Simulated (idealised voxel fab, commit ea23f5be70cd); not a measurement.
process module | voxel transistor to metal
cross-section cut | 155 nm wide | cells 5 nm
A cross-section is a grid of square cells, given in bands from the top down. A band is one or more rows of cells.
Each band's line starts with the height of the band's top and of its bottom, in nm. Then come its materials from left to right, each with its width in nm. One material with "throughout" fills the band from edge to edge. "air" is empty space.
Height 0 is the level under which the wafer as received is all one material. The lowest band goes on downwards, as in "0 down".
A width such as "30 to 40" changes by the same amount from each row of cells to the next, from the band's top row to its bottom row.
"no change" after a step means that no cell of the cross-section changed.
closed voids: empty space of 8 cells or more with no open way to the top, each as width x height at its distance from the left edge, in nm
after a step's settings: what the simulator itself notes on the step
overlay nm, on a step with a mask: how far to the right of its planned place the mask lay; to the left if negative
plan
1 op RECEIVE | material Si
2 op OXIDIZE | depth nm 5
3 op CONFORMAL_DEP | material SiN | thk nm 15
4 op MASKED_ETCH | tone cover | mask id ACTIVE | width nm 115 | etch materials SiN | depth nm 15 | overlay nm 0
5 op MASKED_ETCH | tone cover | mask id ACTIVE | width nm 115 | etch materials SiO2 | depth nm 5 | overlay nm 0
6 op MASKED_ETCH | tone cover | mask id ACTIVE | width nm 115 | etch materials Si | depth nm 25 | overlay nm 0
7 op FILL_DEP | material SiO2 | thk nm 15
8 op CMP | height nm 15
9 op SELECTIVE_ETCH | etch materials SiO2 | depth nm 10
10 op STRIP | etch materials SiN
11 op SELECTIVE_ETCH | etch materials SiO2 | depth nm 5
12 op OXIDIZE | depth nm 5
13 op DIRECTIONAL_DEP | material polySi | thk nm 30
14 op DIRECTIONAL_DEP | material SiCN | thk nm 10
15 op MASKED_ETCH | tone cover | mask id GATE | width nm 25 | etch materials SiCN | depth nm 20 | overlay nm 0
16 op MASKED_ETCH | tone cover | mask id GATE | width nm 25 | etch materials polySi | depth nm 40 | overlay nm 0
17 op CONFORMAL_DEP | material SiN | thk nm 5
18 op DIRECTIONAL_ETCH | etch materials SiN | depth nm 5
19 op DIRECTIONAL_ETCH | etch materials SiO2 | depth nm 5
20 op DIRECTIONAL_ETCH | etch materials Si | depth nm 5
21 op EPI | material pSi | thk nm 5
22 op FILL_DEP | material SiO2 | thk nm 5
23 op CMP | height nm 35
24 op DIRECTIONAL_DEP | material SiO2 | thk nm 10
25 op DIRECTIONAL_DEP | material aC | thk nm 10
26 op PATTERN | tone open | mask id CONTACT | material resist | width nm 20 | pitch nm 85 | thk nm 25 | overlay nm 0
27 op DIRECTIONAL_ETCH | etch materials aC | depth nm 10
28 op STRIP | etch materials resist
29 op DIRECTIONAL_ETCH | etch materials SiO2 | depth nm 55
30 op STRIP | etch materials aC
31 op CONFORMAL_DEP | material TiN | thk nm 5
32 op FILL_DEP | material W | thk nm 5
33 op CMP | height nm 45
34 op DIRECTIONAL_DEP | material TiN | thk nm 5
35 op DIRECTIONAL_DEP | material Ru | thk nm 25
36 op PATTERN | tone cover | mask id METAL_1 | material resist | width nm 20 | pitch nm 85 | thk nm 15 | overlay nm 0
37 op DIRECTIONAL_ETCH | etch materials Ru | depth nm 25
38 op DIRECTIONAL_ETCH | etch materials TiN | depth nm 5
39 op STRIP | etch materials resist
40 op FILL_DEP | material lowk | thk nm 10
41 op CMP | height nm 75
42 op CONFORMAL_DEP | material SiCN | thk nm 5
43 op DIRECTIONAL_DEP | material SiO2 | thk nm 25
44 op MASKED_ETCH | tone open | mask id METAL_2 | width nm 20 | pitch nm 85 | etch materials SiO2 | depth nm 15 | overlay nm 0
45 op PATTERN | tone open | mask id METAL_2_HOLES | material resist | width nm 15 | pitch nm 85 | thk nm 15 | overlay nm 0
46 op DIRECTIONAL_ETCH | etch materials SiO2 | depth nm 10
47 op DIRECTIONAL_ETCH | etch materials SiCN | depth nm 5
48 op STRIP | etch materials resist
49 op CONFORMAL_DEP | material TiN | thk nm 5
50 op FILL_DEP | material Cu | thk nm 5
51 op CMP | height nm 105
52 op CONFORMAL_DEP | material SiCN | thk nm 5
as received, after step 1
  0 down: Si throughout
  closed voids: none
a wafer at the end: this start, this plan, one mistake
  110 to 105: SiCN throughout
  105 to 95: SiO2 25 | TiN 5 | Cu 10 | TiN 5 | SiO2 65 | TiN 5 | Cu 10 | TiN 5 | SiO2 25
  95 to 90: SiO2 25 | TiN 5 | Cu 5 | TiN 10 | SiO2 65 | TiN 5 | Cu 5 | TiN 10 | SiO2 25
  90 to 80: SiO2 25 | TiN 5 | Cu 5 | TiN 5 | SiO2 70 | TiN 5 | Cu 5 | TiN 5 | SiO2 30
  80 to 75: SiCN 25 | TiN 15 | SiCN 70 | TiN 15 | SiCN 30
  75 to 50: lowk 25 | Ru 20 | lowk 65 | Ru 20 | lowk 25
  50 to 45: lowk 25 | TiN 20 | lowk 65 | TiN 20 | lowk 25
  45 to 35: SiO2 25 | TiN 5 | W 10 | TiN 5 | SiO2 65 | TiN 5 | W 10 | TiN 5 | SiO2 25
  35 to 20: SiO2 25 | TiN 5 | W 10 | TiN 5 | SiO2 15 | SiN 5 | polySi 25 | SiN 5 | SiO2 15 | TiN 5 | W 10 | TiN 5 | SiO2 25
  20 to 15: SiO2 25 | TiN 20 | SiO2 15 | SiN 5 | polySi 25 | SiN 5 | SiO2 15 | TiN 20 | SiO2 25
  15 to 0: SiO2 20 | SiN 115 | SiO2 20
  0 to -5: SiO2 throughout
  -5 to -30: SiO2 20 | Si 115 | SiO2 20
  -30 down: Si throughout
  closed voids: none
what went wrong: step 8 was left out
